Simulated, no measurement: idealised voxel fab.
process module | voxel released beams
cross-section cut | 180 nm wide | cells 5 nm
A cross-section is a grid of square cells, given in bands from the top down. A band is one or more rows of cells.
Each band's line starts with the height of the band's top and of its bottom, in nm. Then come its materials from left to right, each with its width in nm. One material with "throughout" fills the band from edge to edge. "air" is empty space.
Height 0 is the level under which the wafer as received is all one material. The lowest band goes on downwards, as in "0 down".
A width such as "30 to 40" changes by the same amount from each row of cells to the next, from the band's top row to its bottom row.
"no change" after a step means that no cell of the cross-section changed.
closed voids: empty space of 8 cells or more with no open way to the top, each as width x height at its distance from the left edge, in nm
after a step's settings: what the simulator itself notes on the step
overlay nm, on a step with a mask: how far to the right of its planned place the mask lay; to the left if negative
plan
1 op RECEIVE | material Si
2 op CONFORMAL_DEP | material SiN | thk nm 10
3 op DIRECTIONAL_DEP | material SiO2 | thk nm 15
4 op PATTERN | tone open | mask id ANCHOR | material resist | width nm 35 | thk nm 20 | overlay nm 0
5 op DIRECTIONAL_ETCH | etch materials SiO2 | depth nm 15
6 op STRIP | etch materials resist
7 op CONFORMAL_DEP | material polySi | thk nm 10
8 op PATTERN | tone cover | mask id BEAM | material resist | width nm 110 | thk nm 15 | overlay nm 0
9 op DIRECTIONAL_ETCH | etch materials polySi | depth nm 10
10 op STRIP | etch materials resist
11 op STRIP | etch materials SiO2
as received, after step 1
  0 down: Si throughout
  closed voids: none
a wafer at the end: this start, this plan, one mistake
  30 to 20: air 30 | polySi 15 | air 15 | polySi 80 | air 40
  20 to 15: air 35 | polySi 10 | air 15 | polySi 10 | air 110
  15 to 5: air 35 | polySi 35 | air 110
  5 to 0: SiN throughout
  0 down: Si throughout
  closed voids: none
what went wrong: step 2 ran as: op CONFORMAL_DEP | material SiN | thk nm 5
